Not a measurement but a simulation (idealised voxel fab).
This section sets out a process module, namely voxel ribs on slabs.
The figure presents cross-section cut, which has a width of 140 nm and is divided into square cells with an edge length of 5 nm.
Each cross-section below is a grid of square cells, stated as bands in top-down order, with one or more rows of cells making up each band.
Band: top and bottom heights (nm) first, top before bottom; then materials from left to right, widths in nm. "edge to edge" marks a sole material filling the band edge to edge. "empty" denotes empty space.
It should be noted that heights are counted from 0, beneath which the wafer as supplied is of one material throughout, and that the lowest band possesses no lower boundary but continues downward, as written in "0 -> down".
The width entry "30->40" should be interpreted row by row: the top row of cells in the band takes the first number, the bottom row takes the second number, and the change between adjacent rows is uniform throughout.
No cell of the cross-section changed in a step that is given as "no change".
If an empty space has no open way to the top and is at least 8 cells in size, "Closed voids list" lists it, written width x height at distance, where distance is measured from the left edge and every value is in nm.
If you see something after the settings on a step's line, that's the simulator's own remark about that step.
overlay nm: where the mask lay relative to plan, measured to the right, on steps with a mask; negatives go left.
# Intended process steps
1. RECEIVE: material Si
2. DIRECTIONAL_DEP: material SiO2, thk nm 30
3. DIRECTIONAL_DEP: material SiN, thk nm 20
4. DIRECTIONAL_DEP: material aC, thk nm 15
5. PATTERN: tone cover, mask id RIB, material resist, width nm 20, thk nm 35, overlay nm 0
6. DIRECTIONAL_ETCH: etch materials aC, depth nm 15
7. STRIP: etch materials resist
8. DIRECTIONAL_ETCH: etch materials SiN, depth nm 10
9. STRIP: etch materials aC
10. DIRECTIONAL_DEP: material aC, thk nm 15
11. PATTERN: tone cover, mask id SLAB, material resist, width nm 50, thk nm 35, overlay nm 0
12. DIRECTIONAL_ETCH: etch materials aC, depth nm 15
13. STRIP: etch materials resist
14. DIRECTIONAL_ETCH: etch materials SiN, depth nm 10
15. STRIP: etch materials aC
16. FILL_DEP: material SiO2, thk nm 25
17. CMP: height nm 65
18. DIRECTIONAL_DEP: material TiN, thk nm 5
19. DIRECTIONAL_DEP: material aC, thk nm 10
20. PATTERN: tone cover, mask id HEATER, material resist, width nm 20, thk nm 25, overlay nm 0
21. DIRECTIONAL_ETCH: etch materials aC, depth nm 10
22. STRIP: etch materials resist
23. DIRECTIONAL_ETCH: etch materials TiN, depth nm 5
24. STRIP: etch materials aC
25. CONFORMAL_DEP: material SiN, thk nm 10
Among the wafers covered here, the point of difference is the width nm at step 20; their starting state is shared, and the plan presents the value of the first wafer.
# Cross-section of the first of several wafers on receipt, reflecting completion of step 1
    0 -> down = Si edge to edge
    Closed voids list: none
# At the end of the module, after its last step, step 25, the first of several wafers appears in cross-section as follows
    80 -> 75 = empty 50  SiN 40  empty 50
    75 -> 70 = SiN edge to edge
    70 -> 65 = SiN 60  TiN 20  SiN 60
    65 -> 50 = SiO2 edge to edge
    50 -> 40 = SiO2 60  SiN 20  SiO2 60
    40 -> 30 = SiO2 45  SiN 50  SiO2 45
    30 -> 0 = SiO2 edge to edge
    0 -> down = Si edge to edge
    Closed voids list: none
# The module's end: a cross-section of the last wafer
    80 -> 75 = empty 40  SiN 65  empty 35
    75 -> 70 = SiN edge to edge
    70 -> 65 = SiN 50  TiN 45  SiN 45
    65 -> 50 = SiO2 edge to edge
    50 -> 40 = SiO2 60  SiN 20  SiO2 60
    40 -> 30 = SiO2 45  SiN 50  SiO2 45
    30 -> 0 = SiO2 edge to edge
    0 -> down = Si edge to edge
    Closed voids list: none
# Tabulated below, wafer by wafer, are the end-of-module results: for each material, the number of cells gained (+) or lost (-) relative to the as-received state, followed by the closed voids
width nm 20 | +88 SiN | +336 SiO2 | +4 TiN | Closed voids list: none
width nm 25 | +88 SiN | +336 SiO2 | +5 TiN | Closed voids list: none
width nm 30 | +88 SiN | +336 SiO2 | +6 TiN | Closed voids list: none
width nm 35 | +88 SiN | +336 SiO2 | +7 TiN | Closed voids list: none
width nm 40 | +88 SiN | +336 SiO2 | +8 TiN | Closed voids list: none
width nm 45 | +88 SiN | +336 SiO2 | +9 TiN | Closed voids list: none
